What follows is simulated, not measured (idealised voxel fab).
Process module, titled voxel released beams
In the cross-section labelled cut, the width is 260 nm and each square cell is 5 nm.
Cross-sections here: square-cell grids, written as top-down lists of bands, a band being one or more rows of cells.
Top, bottom (nm), then materials left to right with widths (nm); lone material tagged "throughout" fills the whole band edge to edge; "blank" = empty space.
Height reference: 0 = level under which incoming wafer is all one material. Lowest band: no bottom, runs on downward, e.g. "0 and below".
The two numbers in a width such as "30->40" mark its ends across the band: the first belongs to the top row of cells, the second to the bottom row, and from each row to the next the width moves by the same amount.
Basically "remains unaltered" means that step didn't change any cell in the cross-section.
Empty spaces counting at least 8 cells and having no open way to the top are listed in "Entrapped void list". The notation width x height at distance is used for each, the distance being from the left edge and all three values in nm.
Whatever follows a step's settings on its line is a remark the simulator itself makes about that step.
For masked steps, "overlay nm" on the step line gives how far right of plan the mask actually lay; a minus sign means it lay to the left.
From here on the document is pairs. In a pair, the cross-section before one process step comes with the cross-section after it, and the latter goes no deeper than the lowest band that changed. What lies in between, the step and its settings, is written under the pair. A pair may be from a different run of this module on the same starting wafer than the pair above it, so it continues from that pair only where its entry headed "Prior state" says so.

## Prior state
	35 down to 15  blank 85 nm / resist 35 nm / blank 140 nm
	15 down to 5  SiO2 throughout
	5 down to 0  Al2O3 throughout
	0 and below  Si throughout
	Entrapped void list: none

## Sectional Result
	35 down to 15  blank 85 nm / resist 35 nm / blank 140 nm
	15 down to 5  blank 85 nm / SiO2 35 nm / blank 140 nm
	Below 5 it's all the same as before, nothing changed down there.
	Entrapped void list: none
Which operation lies between the before and after views above? op DIRECTIONAL_ETCH | etch materials SiO2 | depth nm 10

Prior state: the wafer arrives at this step looking as the after cross-section in the pair just above shows it.

## Sectional Result
	15 down to 5  blank 85 nm / SiO2 35 nm / blank 140 nm
	Below 5 it's all the same as before, nothing changed down there.
	Entrapped void list: none
Which operation lies between the before and after views above? op STRIP | etch materials resist

Prior state: the wafer arrives at this step looking as the after cross-section in the pair just above shows it.

## Sectional Result
	25 down to 15  blank 75 nm / SiN 55 nm / blank 130 nm
	15 down to 5  SiN 85 nm / SiO2 35 nm / SiN 140 nm
	Below 5 it's all the same as before, nothing changed down there.
	Entrapped void list: none
Which operation lies between the before and after views above? op CONFORMAL_DEP | material SiN | thk nm 10

Prior state: the wafer arrives at this step looking as the after cross-section in the pair just above shows it.

## Sectional Result
	40 down to 30  blank 75 nm / aC 55 nm / blank 130 nm
	30 down to 25  aC throughout
	25 down to 15  aC 75 nm / SiN 55 nm / aC 130 nm
	Below 15 it's all the same as before, nothing changed down there.
	Entrapped void list: none
Which operation lies between the before and after views above? op DIRECTIONAL_DEP | material aC | thk nm 15

Prior state: the wafer arrives at this step looking as the after cross-section in the pair just above shows it.

## Sectional Result
	75 down to 40  blank 80 nm / resist 90 nm / blank 90 nm
	40 down to 30  blank 75 nm / aC 55 nm / resist 40 nm / blank 90 nm
	Below 30 it's all the same as before, nothing changed down there.
	Entrapped void list: none
Which operation lies between the before and after views above? op PATTERN | tone cover | mask id BEAM | material resist | width nm 90 | thk nm 35 | overlay nm 0

Prior state: the wafer arrives at this step looking as the after cross-section in the pair just above shows it.

## Sectional Result
	60 down to 40  blank 80 nm / resist 90 nm / blank 90 nm
	40 down to 30  blank 80 nm / aC 50 nm / resist 40 nm / blank 90 nm
	30 down to 25  blank 80 nm / aC 90 nm / blank 90 nm
	25 down to 15  blank 75 nm / SiN 55 nm / aC 40 nm / blank 90 nm
	Below 15 it's all the same as before, nothing changed down there.
	Entrapped void list: none
Which operation lies between the before and after views above? op DIRECTIONAL_ETCH | etch materials aC | depth nm 15

Prior state: the wafer arrives at this step looking as the after cross-section in the pair just above shows it.

## Sectional Result
	40 down to 30  blank 80 nm / aC 50 nm / blank 130 nm
	Below 30 it's all the same as before, nothing changed down there.
	Entrapped void list: none
Which operation lies between the before and after views above? op STRIP | etch materials resist

Prior state: the wafer arrives at this step looking as the after cross-section in the pair just above shows it.

## Sectional Result
	40 down to 30  blank 80 nm / aC 50 nm / blank 130 nm
	30 down to 25  blank 80 nm / aC 90 nm / blank 90 nm
	25 down to 15  blank 80 nm / SiN 50 nm / aC 40 nm / blank 90 nm
	15 down to 5  blank 75 nm / SiN 10 nm / SiO2 35 nm / SiN 50 nm / blank 90 nm
	Below 5 it's all the same as before, nothing changed down there.
	Entrapped void list: none
Which operation lies between the before and after views above? op DIRECTIONAL_ETCH | etch materials SiN | depth nm 10

Prior state: the wafer arrives at this step looking as the after cross-section in the pair just above shows it.

## Sectional Result
	25 down to 15  blank 80 nm / SiN 50 nm / blank 130 nm
	Below 15 it's all the same as before, nothing changed down there.
	Entrapped void list: none
Which operation lies between the before and after views above? op STRIP | etch materials aC
